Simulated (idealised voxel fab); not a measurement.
Process module under the name voxel tone inversion
It is cross-section cut that appears here, measuring 160 nm in width, its square cells being 5 nm in size.
A cross-section is a grid of square cells, given in bands from the top down. A band is one or more rows of cells.
In this notation a band is specified by the heights of its top and bottom, in that order and in nm, after which its materials appear from left to right, each paired with its width in nm. The word "everywhere" attached to a single material means that material fills the band from edge to edge; the word "blank" stands for empty space.
Convention: height 0 is the level below which the wafer, as received, is all one material. The lowest band does not terminate at the bottom but continues downward, represented as "z 0 and below".
So if you see something like "30->40" for the width, read it as the top row of the band sitting at the first number and the bottom row at the second, with every row in between moving by the same amount as the last.
Basically "nothing different" means that step didn't change any cell in the cross-section.
In the "Closed internal cavities" entry, you get each enclosed empty space of 8 cells or more, one with no open way to the top, written width x height at distance, distance from the left edge, in nm.
Formally, on a step line, whatever follows the settings is a remark that the simulator itself makes on the step.
A step line may carry the setting "overlay nm", which, for steps involving a mask, states the distance by which the mask lay to the right of its intended position; negative values denote displacement to the left.

Intended process steps
1 RECEIVE [material Si]
2 CONFORMAL_DEP [material SiCN] [thk nm 5]
3 DIRECTIONAL_DEP [material polySi] [thk nm 25]
4 PATTERN [tone cover] [mask id POSTS] [material resist] [width nm 25] [pitch nm 50] [thk nm 35] [overlay nm 0]
5 DIRECTIONAL_ETCH [etch materials polySi] [depth nm 25]
6 STRIP [etch materials resist]
7 FILL_DEP [material SiO2] [thk nm 10]
8 CMP [height nm 30]
9 STRIP [etch materials polySi]

Delivered wafer in cross-section: state after step 1
    z 0 and below  Si everywhere
    Closed internal cavities: none

Wafer cross-section at end of module: start and plan as shown above, one execution error
    z 35 to 30  SiO2 everywhere
    z 30 to 5  SiO2: 40 / polySi: 25 / SiO2: 25 / polySi: 25 / SiO2: 45
    z 5 to 0  SiCN everywhere
    z 0 and below  Si everywhere
    Closed internal cavities: none
Run error: contrary to plan, step 8 was performed as CMP [height nm 35]
